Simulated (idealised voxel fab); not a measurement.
The process module presented herein is designated voxel plated lines.
We display cut, a cross-section 260 nm in width whose square cells are each 5 nm.
How to read a cross-section here: the picture is a grid of square cells, written as bands going from the top down, and any band can span one or more rows of cells.
The band entry comprises the height of the band's top followed by the height of its bottom, expressed in nm, and subsequently the band's materials from left to right, each stated together with its width in nm. Where a single material is marked with the word "everywhere", that material fills the band from edge to edge. The word "air" represents empty space.
Beneath 0, the wafer as received is one material, and that level is where height counting begins. The lowest band goes on downward without a bottom; it is written like "0 nm and below".
Top row gets the first number, bottom row gets the second, and each row in between changes by the same step: that is how a band width like "30->40" works.
A step reported as "nothing changed" is a step in which no cell of the cross-section changed.
If an empty space has no open way to the top and is at least 8 cells in size, "Closed void listing" lists it, written width x height at distance, where distance is measured from the left edge and every value is in nm.
Text after the settings on a step's line: the simulator's own remark on that step.
The setting "overlay nm" may be written on the line of a step. When the step uses a mask, the value reports how far to the right of the planned place the mask lay, and a negative value reports that it lay to the left.

THE STEPS PLANNED FOR THE PROCESS ARE AS FOLLOWS
1: RECEIVE | material Si
2: CONFORMAL_DEP | material SiO2 | thk nm 5
3: DIRECTIONAL_DEP | material TiN | thk nm 5
4: PATTERN | tone open | mask id LINES | material resist | width nm 30 | pitch nm 50 | thk nm 35 | overlay nm 0
5: EPI | material Ru | thk nm 5
6: EPI | material Ru | thk nm 10
7: EPI | material Ru | thk nm 5
8: STRIP | etch materials resist
9: DIRECTIONAL_ETCH | etch materials TiN | depth nm 5
10: CONFORMAL_DEP | material SiO2 | thk nm 10

FIRST OF THE TWO WAFERS, RUN PER PLAN

AS-RECEIVED STATE OF THE WAFER IN CROSS-SECTION, EQUIVALENT TO POST-STEP 1
> 0 nm and below | Si everywhere
> Closed void listing: none

STATE OF THE WAFER AFTER STEP 2, SHOWN IN CROSS-SECTION
> 5 nm to 0 nm | SiO2 everywhere
> Below 0 it's all the same as before, nothing changed down there.

STATE OF THE WAFER AFTER STEP 3, SHOWN IN CROSS-SECTION
> 10 nm to 5 nm | TiN everywhere
> Below 5 it's all the same as before, nothing changed down there.

STATE OF THE WAFER AFTER STEP 4, SHOWN IN CROSS-SECTION
> 45 nm to 10 nm | 40 resist, then 30 air, then 20 resist, then 30 air, then 20 resist, then 30 air, then 20 resist, then 30 air, then 40 resist
> Below 10 it's all the same as before, nothing changed down there.

STATE OF THE WAFER AFTER STEP 5, SHOWN IN CROSS-SECTION
> 45 nm to 15 nm | 40 resist, then 30 air, then 20 resist, then 30 air, then 20 resist, then 30 air, then 20 resist, then 30 air, then 40 resist
> 15 nm to 10 nm | 40 resist, then 30 Ru, then 20 resist, then 30 Ru, then 20 resist, then 30 Ru, then 20 resist, then 30 Ru, then 40 resist
> Below 10 it's all the same as before, nothing changed down there.

STATE OF THE WAFER AFTER STEP 6, SHOWN IN CROSS-SECTION
> 45 nm to 25 nm | 40 resist, then 30 air, then 20 resist, then 30 air, then 20 resist, then 30 air, then 20 resist, then 30 air, then 40 resist
> 25 nm to 10 nm | 40 resist, then 30 Ru, then 20 resist, then 30 Ru, then 20 resist, then 30 Ru, then 20 resist, then 30 Ru, then 40 resist
> Below 10 it's all the same as before, nothing changed down there.

STATE OF THE WAFER AFTER STEP 7, SHOWN IN CROSS-SECTION
> 45 nm to 30 nm | 40 resist, then 30 air, then 20 resist, then 30 air, then 20 resist, then 30 air, then 20 resist, then 30 air, then 40 resist
> 30 nm to 10 nm | 40 resist, then 30 Ru, then 20 resist, then 30 Ru, then 20 resist, then 30 Ru, then 20 resist, then 30 Ru, then 40 resist
> Below 10 it's all the same as before, nothing changed down there.

STATE OF THE WAFER AFTER STEP 8, SHOWN IN CROSS-SECTION
> 30 nm to 10 nm | 40 air, then 30 Ru, then 20 air, then 30 Ru, then 20 air, then 30 Ru, then 20 air, then 30 Ru, then 40 air
> Below 10 it's all the same as before, nothing changed down there.

STATE OF THE WAFER AFTER STEP 9, SHOWN IN CROSS-SECTION
> 30 nm to 10 nm | 40 air, then 30 Ru, then 20 air, then 30 Ru, then 20 air, then 30 Ru, then 20 air, then 30 Ru, then 40 air
> 10 nm to 5 nm | 40 air, then 30 TiN, then 20 air, then 30 TiN, then 20 air, then 30 TiN, then 20 air, then 30 TiN, then 40 air
> Below 5 it's all the same as before, nothing changed down there.

STATE OF THE WAFER AFTER STEP 10, SHOWN IN CROSS-SECTION
> 40 nm to 30 nm | 30 air, then 200 SiO2, then 30 air
> 30 nm to 15 nm | 30 air, then 10 SiO2, then 30 Ru, then 20 SiO2, then 30 Ru, then 20 SiO2, then 30 Ru, then 20 SiO2, then 30 Ru, then 10 SiO2, then 30 air
> 15 nm to 10 nm | 40 SiO2, then 30 Ru, then 20 SiO2, then 30 Ru, then 20 SiO2, then 30 Ru, then 20 SiO2, then 30 Ru, then 40 SiO2
> 10 nm to 5 nm | 40 SiO2, then 30 TiN, then 20 SiO2, then 30 TiN, then 20 SiO2, then 30 TiN, then 20 SiO2, then 30 TiN, then 40 SiO2
> Below 5 it's all the same as before, nothing changed down there.

SECOND WAFER: LIKE START, LIKE PLAN, ONE MISTAKE. THROUGH STEP 5 IT MATCHES THE FIRST WAFER

CROSS-SECTION OF THE SECOND WAFER WHEN, ACCORDING TO PLAN, STEP 6 SHOULD HAVE FINISHED
> 45 nm to 35 nm | 40 resist, then 30 air, then 20 resist, then 30 air, then 20 resist, then 30 air, then 20 resist, then 30 air, then 40 resist
> 35 nm to 10 nm | 40 resist, then 30 Ru, then 20 resist, then 30 Ru, then 20 resist, then 30 Ru, then 20 resist, then 30 Ru, then 40 resist
> Below 10 it's all the same as before, nothing changed down there.

CROSS-SECTION OF THE SECOND WAFER WHEN, ACCORDING TO PLAN, STEP 7 SHOULD HAVE FINISHED
> 45 nm to 40 nm | 40 resist, then 30 air, then 20 resist, then 30 air, then 20 resist, then 30 air, then 20 resist, then 30 air, then 40 resist
> 40 nm to 10 nm | 40 resist, then 30 Ru, then 20 resist, then 30 Ru, then 20 resist, then 30 Ru, then 20 resist, then 30 Ru, then 40 resist
> Below 10 it's all the same as before, nothing changed down there.

CROSS-SECTION OF THE SECOND WAFER WHEN, ACCORDING TO PLAN, STEP 8 SHOULD HAVE FINISHED
> 40 nm to 10 nm | 40 air, then 30 Ru, then 20 air, then 30 Ru, then 20 air, then 30 Ru, then 20 air, then 30 Ru, then 40 air
> Below 10 it's all the same as before, nothing changed down there.

CROSS-SECTION OF THE SECOND WAFER WHEN, ACCORDING TO PLAN, STEP 9 SHOULD HAVE FINISHED
> 40 nm to 10 nm | 40 air, then 30 Ru, then 20 air, then 30 Ru, then 20 air, then 30 Ru, then 20 air, then 30 Ru, then 40 air
> 10 nm to 5 nm | 40 air, then 30 TiN, then 20 air, then 30 TiN, then 20 air, then 30 TiN, then 20 air, then 30 TiN, then 40 air
> Below 5 it's all the same as before, nothing changed down there.

CROSS-SECTION OF THE SECOND WAFER WHEN, ACCORDING TO PLAN, STEP 10 SHOULD HAVE FINISHED
> 50 nm to 40 nm | 30 air, then 200 SiO2, then 30 air
> 40 nm to 15 nm | 30 air, then 10 SiO2, then 30 Ru, then 20 SiO2, then 30 Ru, then 20 SiO2, then 30 Ru, then 20 SiO2, then 30 Ru, then 10 SiO2, then 30 air
> 15 nm to 10 nm | 40 SiO2, then 30 Ru, then 20 SiO2, then 30 Ru, then 20 SiO2, then 30 Ru, then 20 SiO2, then 30 Ru, then 40 SiO2
> 10 nm to 5 nm | 40 SiO2, then 30 TiN, then 20 SiO2, then 30 TiN, then 20 SiO2, then 30 TiN, then 20 SiO2, then 30 TiN, then 40 SiO2
> Below 5 it's all the same as before, nothing changed down there.
Which mistake was made when the wafer was run? yeah, plan step 6 got run twice
Final difference in cells, second wafer against first, listed per material as more or fewer: 48 more of Ru; 32 more of SiO2
